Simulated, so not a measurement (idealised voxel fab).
A process module follows: voxel lift off.
Cross-section cut: width 215 nm, square cells of 5 nm.
A cross-section in this document is a grid of square cells, and it is written down as bands, the top band listed before the ones below it; a band is made up of one or more rows of cells.
Quick guide to a band line: top height, bottom height (nm) up front; then every material left to right with its width in nm. Only one material and it's marked "everywhere"? Then it fills the band edge to edge. And "blank" just means empty space.
A quick word on heights: they are counted from 0, and under that level the wafer as it came to us is one material throughout. The lowest band is different from the rest in having no bottom; it simply continues downward, written as in "top 0, no bottom".
It should be noted that a width expressed as "30..40" varies in equal increments from row to row of cells within the band, taking the value of the first number at the top row and that of the second number at the bottom row.
The designation "remained unchanged", where it is given for a processing step, indicates that no cell of the cross-section was altered in the course of that step.
Enclosed voids (no open way to top), threshold 8 cells or more, entry "Sealed voids", notation width x height at distance, distance from left edge, nm.
If you see something after the settings on a step's line, that's the simulator's own remark about that step.
overlay nm: step with mask; distance mask lay right of planned place; negative value = left of planned place.

Planned step list for the process
1. RECEIVE with material Si
2. CONFORMAL_DEP with material Al2O3, thk nm 5
3. PATTERN with tone open, mask id LINES, material resist, width nm 15, pitch nm 45, thk nm 20, overlay nm 0
4. DIRECTIONAL_DEP with material Ru, thk nm 10
5. STRIP with etch materials resist
6. CONFORMAL_DEP with material SiCN, thk nm 10

First wafer out of two, processed as planned

Cross-sectional view of the wafer in its as-received condition, corresponding to the state after step 1
	top 0, no bottom: Si everywhere
	Sealed voids: none

So this is the wafer cross-section right after step 2
	top 5, bottom 0: Al2O3 everywhere
	No changes below 0.

So this is the wafer cross-section right after step 3
	top 25, bottom 5: 55 resist, 15 blank, 30 resist, 15 blank, 30 resist, 15 blank, 55 resist
	No changes below 5.

So this is the wafer cross-section right after step 4
	top 35, bottom 25: 55 Ru, 15 blank, 30 Ru, 15 blank, 30 Ru, 15 blank, 55 Ru
	top 25, bottom 15: 55 resist, 15 blank, 30 resist, 15 blank, 30 resist, 15 blank, 55 resist
	top 15, bottom 5: 55 resist, 15 Ru, 30 resist, 15 Ru, 30 resist, 15 Ru, 55 resist
	No changes below 5.

So this is the wafer cross-section right after step 5
	top 15, bottom 5: 55 blank, 15 Ru, 30 blank, 15 Ru, 30 blank, 15 Ru, 55 blank
	No changes below 5.

So this is the wafer cross-section right after step 6
	top 25, bottom 15: 45 blank, 35 SiCN, 10 blank, 35 SiCN, 10 blank, 35 SiCN, 45 blank
	top 15, bottom 5: 55 SiCN, 15 Ru, 30 SiCN, 15 Ru, 30 SiCN, 15 Ru, 55 SiCN
	No changes below 5.

Wafer two: like wafer one in start and plan, but with one mistake in execution; identical up to and including step 1

The second wafer cut through, at the time step 2 was supposed to be finished
	top 5, bottom 0: SiCN everywhere
	No changes below 0.

The second wafer cut through, at the time step 3 was supposed to be finished
	top 25, bottom 5: 55 resist, 15 blank, 30 resist, 15 blank, 30 resist, 15 blank, 55 resist
	No changes below 5.

The second wafer cut through, at the time step 4 was supposed to be finished
	top 35, bottom 25: 55 Ru, 15 blank, 30 Ru, 15 blank, 30 Ru, 15 blank, 55 Ru
	top 25, bottom 15: 55 resist, 15 blank, 30 resist, 15 blank, 30 resist, 15 blank, 55 resist
	top 15, bottom 5: 55 resist, 15 Ru, 30 resist, 15 Ru, 30 resist, 15 Ru, 55 resist
	No changes below 5.

The second wafer cut through, at the time step 5 was supposed to be finished
	top 15, bottom 5: 55 blank, 15 Ru, 30 blank, 15 Ru, 30 blank, 15 Ru, 55 blank
	No changes below 5.

The second wafer cut through, at the time step 6 was supposed to be finished
	top 25, bottom 15: 45 blank, 35 SiCN, 10 blank, 35 SiCN, 10 blank, 35 SiCN, 45 blank
	top 15, bottom 5: 55 SiCN, 15 Ru, 30 SiCN, 15 Ru, 30 SiCN, 15 Ru, 55 SiCN
	No changes below 5.
What was done differently from what was planned? step 2: run off-plan, actual operation and settings CONFORMAL_DEP with material SiCN, thk nm 5
Looking at both finished wafers in cells, the second ends up ahead of or behind the first on some materials: 43 fewer of Al2O3; 43 more of SiCN
